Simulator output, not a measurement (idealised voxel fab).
The following process module bears the name voxel double patterning.
Section cut is 215 nm wide and gridded with 5 nm square cells.
Square cells in a grid make up a cross-section in this document, and the grid is given as bands, listed from the top down, each one or more rows of cells.
Band entry format. Leading values: height of top, height of bottom, nm. Remainder: materials in left-to-right order, each with its width in nm. Special words: "edge to edge" on a single material, which then fills the band edge to edge; "blank", empty space.
Heights from 0 (as-received wafer is one material below). Bottom band endless downward, as "from 0 down".
Note: "30 to 40" means the width goes from the first number (top row of the band) to the second number (bottom row) in equal steps per row of cells.
Given "no alteration" for a step, no cell of the cross-section differs between before and after that step.
"Trapped voids" lists enclosed empty spaces (at least 8 cells, no open path upward to the top), each as width x height at distance from the left edge, in nm.
On each step's line, the part that comes after the settings is the simulator's own comment on the step.
overlay nm: for a step with a mask, the amount by which the mask lay right of where it was planned; a negative amount means left of it.

Process steps foreseen in the plan
1) RECEIVE (material Si)
2) CONFORMAL_DEP (material SiO2; thk nm 5)
3) DIRECTIONAL_DEP (material W; thk nm 20)
4) DIRECTIONAL_DEP (material SiCN; thk nm 5)
5) DIRECTIONAL_DEP (material aC; thk nm 10)
6) PATTERN (tone open; mask id FIRST; material resist; width nm 15; pitch nm 50; thk nm 25; overlay nm 0)
7) DIRECTIONAL_ETCH (etch materials aC; depth nm 10)
8) STRIP (etch materials resist)
9) DIRECTIONAL_ETCH (etch materials SiCN; depth nm 5)
10) STRIP (etch materials aC)
11) MASKED_ETCH (tone open; mask id SECOND; width nm 15; pitch nm 50; etch materials SiCN; depth nm 5; overlay nm 0)
12) DIRECTIONAL_ETCH (etch materials W; depth nm 20)
13) STRIP (etch materials SiCN)

Shown in cross-section is the wafer as received, that is, as it stands after step 1
- from 0 down  Si edge to edge
- Trapped voids: none

End-of-module XS, first of two wafers, run as planned
- from 25 to 5  W (50); blank (15); W (10); blank (15); W (10); blank (15); W (10); blank (15); W (10); blank (15); W (50)
- from 5 to 0  SiO2 edge to edge
- from 0 down  Si edge to edge
- Trapped voids: none

Second wafer cross-section at end of module - shared start and plan with the first, one mistake in the run
- from 45 to 25  W (50); blank (15); W (10); blank (15); W (10); blank (15); W (10); blank (15); W (10); blank (15); W (50)
- from 25 to 5  W edge to edge
- from 5 to 0  SiO2 edge to edge
- from 0 down  Si edge to edge
- Trapped voids: none
Plan not followed: step 3 of the plan was executed twice over
Wafer comparison, final, in cells, second relative to first, materials more or fewer: +172 W
